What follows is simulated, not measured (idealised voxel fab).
Process module, titled voxel tone inversion
Shown is cross-section cut, with a width of 270 nm and square cells of size 5 nm.
A cross-section is written here as square cells arranged in a grid, and it is given in bands from the top down, each band taking up one or more rows of cells.
In this notation a band is specified by the heights of its top and bottom, in that order and in nm, after which its materials appear from left to right, each paired with its width in nm. The word "full width" attached to a single material means that material fills the band from edge to edge; the word "blank" stands for empty space.
Heights are reckoned from 0. Under this level, the received wafer is all of one material. The bottommost band is open-ended downward, for example "0 -> down".
Graded width ("30->40"): value in top row of band = first number; value in bottom row = second number; row-to-row change constant.
"remained the same", as given for a step, is the statement that not any cell of the cross-section underwent a change during that step.
If an empty space has no open way to the top and is at least 8 cells in size, "Fully enclosed voids" lists it, written width x height at distance, where distance is measured from the left edge and every value is in nm.
On each step's line, the part that comes after the settings is the simulator's own comment on the step.
overlay nm: right-of-plan distance of the mask on a masked step; negative values mean left-of-plan.
# Here's what the planned process steps look like
| 1 | RECEIVE | material Si |
| 2 | CONFORMAL_DEP | material SiCN | thk nm 10 |
| 3 | DIRECTIONAL_DEP | material polySi | thk nm 15 |
| 4 | PATTERN | tone cover | mask id POSTS | material resist | width nm 15 | pitch nm 35 | thk nm 25 | overlay nm 0 |
| 5 | DIRECTIONAL_ETCH | etch materials polySi | depth nm 15 |
| 6 | STRIP | etch materials resist |
| 7 | FILL_DEP | material lowk | thk nm 10 |
| 8 | CMP | height nm 25 |
| 9 | STRIP | etch materials polySi |
| 10 | CONFORMAL_DEP | material TiN | thk nm 5 |
| 11 | FILL_DEP | material Ru | thk nm 5 |
| 12 | CMP | height nm 25 |
| 13 | CONFORMAL_DEP | material SiCN | thk nm 5 |
# Wafer as received: cross-section following step 1
* 0 -> down | Si full width
* Fully enclosed voids: none
# Cross-sectional result after module completion. Note: starting condition and plan are unchanged from above; one processing mistake was made
* 30 -> 25 | SiCN full width
* 25 -> 15 | 85 lowk, 5 TiN, 5 Ru, 5 TiN, 20 lowk, 5 TiN, 5 Ru, 5 TiN, 20 lowk, 5 TiN, 5 Ru, 5 TiN, 100 lowk
* 15 -> 10 | 85 lowk, 15 TiN, 20 lowk, 15 TiN, 20 lowk, 15 TiN, 100 lowk
* 10 -> 0 | SiCN full width
* 0 -> down | Si full width
* Fully enclosed voids: none
Nonconformance to the process plan: step 4 ran differently from the plan; actual operation with settings: PATTERN | tone cover | mask id POSTS | material resist | width nm 15 | pitch nm 35 | thk nm 25 | overlay nm -5
